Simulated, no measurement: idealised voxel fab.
Module name: voxel self aligned contacts (process module)
FYI the section here is cut, 295 nm wide, cells are 5 nm squares.
Cross-section layout: square cells on a grid; listed as bands, top to bottom; a band spans one or more cell rows.
Top height, bottom height, nm. Materials left to right, width each, nm. Single material + "edge to edge" = fills band edge to edge. "blank" = empty.
Convention: height 0 is the level below which the wafer, as received, is all one material. The lowest band does not terminate at the bottom but continues downward, represented as "from 0 down".
Think of "30->40" as a width that walks from the first number to the second as you go down the band, top row to bottom row, taking equal-sized steps from row to row.
Any step labelled "no alteration" changed none of the cells in the cross-section.
So "Completely sealed voids" is basically the list of trapped voids: any empty space of 8 cells or more that can't reach the top through an opening. They're written width x height at distance, the distance being from the left edge, and it's all nm.
That trailing text on a step's line, after the settings, is the simulator's own remark on the step.
overlay nm: step with mask; distance mask lay right of planned place; negative value = left of planned place.

Intended process steps:
- 1: RECEIVE, material Si
- 2: CONFORMAL_DEP, material SiO2, thk nm 5
- 3: DIRECTIONAL_DEP, material polySi, thk nm 30
- 4: DIRECTIONAL_DEP, material SiN, thk nm 25
- 5: MASKED_ETCH, tone cover, mask id GATE, width nm 30, pitch nm 75, etch materials SiN, depth nm 25, overlay nm 0
- 6: MASKED_ETCH, tone cover, mask id GATE, width nm 30, pitch nm 75, etch materials polySi, depth nm 30, overlay nm 0
- 7: CONFORMAL_DEP, material SiN, thk nm 10
- 8: DIRECTIONAL_ETCH, etch materials SiN, depth nm 10
- 9: FILL_DEP, material SiO2, thk nm 15
- 10: CMP, height nm 65
- 11: PATTERN, tone open, mask id CONTACT, material resist, width nm 55, pitch nm 75, thk nm 15, overlay nm 0
- 12: DIRECTIONAL_ETCH, etch materials SiO2, depth nm 65
- 13: STRIP, etch materials resist
- 14: CONFORMAL_DEP, material TiN, thk nm 5
- 15: FILL_DEP, material W, thk nm 10
- 16: CMP, height nm 65
- 17: CONFORMAL_DEP, material SiCN, thk nm 5

Incoming wafer in cross-section (state: after step 1):
- from 0 down = Si edge to edge
- Completely sealed voids: none

One mistake in running the module, otherwise start and plan as above: cross-section at the end:
- from 70 to 65 = SiCN edge to edge
- from 65 to 45 = SiO2=45  SiN=50  TiN=5  W=15  TiN=5  SiN=50  TiN=5  W=15  TiN=5  SiN=50  SiO2=50
- from 45 to 40 = SiO2=45  SiN=50  TiN=25  SiN=50  TiN=25  SiN=50  SiO2=50
- from 40 to 35 = SiN edge to edge
- from 35 to 5 = polySi edge to edge
- from 5 to 0 = SiO2 edge to edge
- from 0 down = Si edge to edge
- Completely sealed voids: none
So what did we get wrong on this run? step 4 ran differently from the plan; actual operation with settings: DIRECTIONAL_DEP, material SiN, thk nm 30
